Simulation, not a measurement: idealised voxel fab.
Process module, titled voxel self aligned vias
Displayed cross-section: cut, width of 215 nm, square cells sized 5 nm.
Format of a cross-section: grid, square cells. Given as bands. Order: top down. Band: one or more rows of cells. Each band's line starts with the height of the band's top and of its bottom, in nm. Then come its materials from left to right, each with its width in nm. One material with "edge to edge" fills the band from edge to edge. "empty" is empty space. We count height from 0. Below that, the starting wafer is all one material. The lowest band never ends at the bottom but goes on down; see "0..down" for how that is written. The width entry "30..40" should be interpreted row by row: the top row of cells in the band takes the first number, the bottom row takes the second number, and the change between adjacent rows is uniform throughout. Step marked "all unchanged"? Then no cell in the cross-section changed in it. The label "Closed void table" introduces a list of the empty spaces, 8 cells or larger, that have no open way up to the top; each entry in it reads width x height at distance, where the distance is taken from the left edge and all three are stated in nm. What comes after the settings on a step's line is commentary from the simulator itself on that step. The setting "overlay nm" may be written on the line of a step. When the step uses a mask, the value reports how far to the right of the planned place the mask lay, and a negative value reports that it lay to the left.

plan
1: RECEIVE | material Si
2: CONFORMAL_DEP | material SiO2 | thk nm 15
3: CONFORMAL_DEP | material SiCN | thk nm 5
4: DIRECTIONAL_DEP | material lowk | thk nm 30
5: PATTERN | tone open | mask id LINES | material resist | width nm 30 | pitch nm 70 | thk nm 15 | overlay nm 0
6: DIRECTIONAL_ETCH | etch materials lowk | depth nm 30
7: STRIP | etch materials resist
8: CONFORMAL_DEP | material TiN | thk nm 5
9: FILL_DEP | material W | thk nm 10
10: CMP | height nm 50
11: SELECTIVE_ETCH | etch materials W Ru TiN | depth nm 5
12: FILL_DEP | material SiN | thk nm 5
13: CMP | height nm 50
14: DIRECTIONAL_DEP | material lowk | thk nm 15
15: MASKED_ETCH | tone open | mask id VIAS | width nm 50 | pitch nm 70 | etch materials lowk | depth nm 15 | overlay nm 0
16: MASKED_ETCH | tone open | mask id VIAS | width nm 50 | pitch nm 70 | etch materials SiN | depth nm 5 | overlay nm 0
17: CONFORMAL_DEP | material TiN | thk nm 5
18: FILL_DEP | material W | thk nm 5
19: CMP | height nm 65
20: CONFORMAL_DEP | material SiCN | thk nm 5

Shown in cross-section is the wafer as received, that is, as it stands after step 1
0..down | Si edge to edge
Closed void table: none

Sectioned view, first of two wafers, at the close of the module, processed as intended in the plan
70..65 | SiCN edge to edge
65..55 | lowk: 45; TiN: 5; W: 40; TiN: 5; lowk: 20; TiN: 5; W: 40; TiN: 5; lowk: 50
55..50 | lowk: 45; TiN: 15; W: 20; TiN: 15; lowk: 20; TiN: 15; W: 20; TiN: 15; lowk: 50
50..45 | lowk: 55; TiN: 30; lowk: 40; TiN: 30; lowk: 60
45..25 | lowk: 55; TiN: 5; W: 20; TiN: 5; lowk: 40; TiN: 5; W: 20; TiN: 5; lowk: 60
25..20 | lowk: 55; TiN: 30; lowk: 40; TiN: 30; lowk: 60
20..15 | SiCN edge to edge
15..0 | SiO2 edge to edge
0..down | Si edge to edge
Closed void table: none

What the second wafer looks like in cross-section once the module is done. Its start and its plan matched the first wafer's exactly; what differed was one mistake in how it was run
70..65 | SiCN edge to edge
65..55 | lowk: 45; TiN: 5; W: 40; TiN: 5; lowk: 20; TiN: 5; W: 40; TiN: 5; lowk: 50
55..50 | lowk: 45; TiN: 50; lowk: 20; TiN: 50; lowk: 50
50..45 | lowk: 55; SiO2: 30; lowk: 40; SiO2: 30; lowk: 60
45..25 | lowk: 55; TiN: 5; W: 20; TiN: 5; lowk: 40; TiN: 5; W: 20; TiN: 5; lowk: 60
25..20 | lowk: 55; TiN: 30; lowk: 40; TiN: 30; lowk: 60
20..15 | SiCN edge to edge
15..0 | SiO2 edge to edge
0..down | Si edge to edge
Closed void table: none
What was the processing mistake? for step 12, the planned setting was not used; the step was instead run as FILL_DEP | material SiO2 | thk nm 5
Cell-count delta at end, second wafer over first, by material: SiO2 +12, TiN -4, W -8
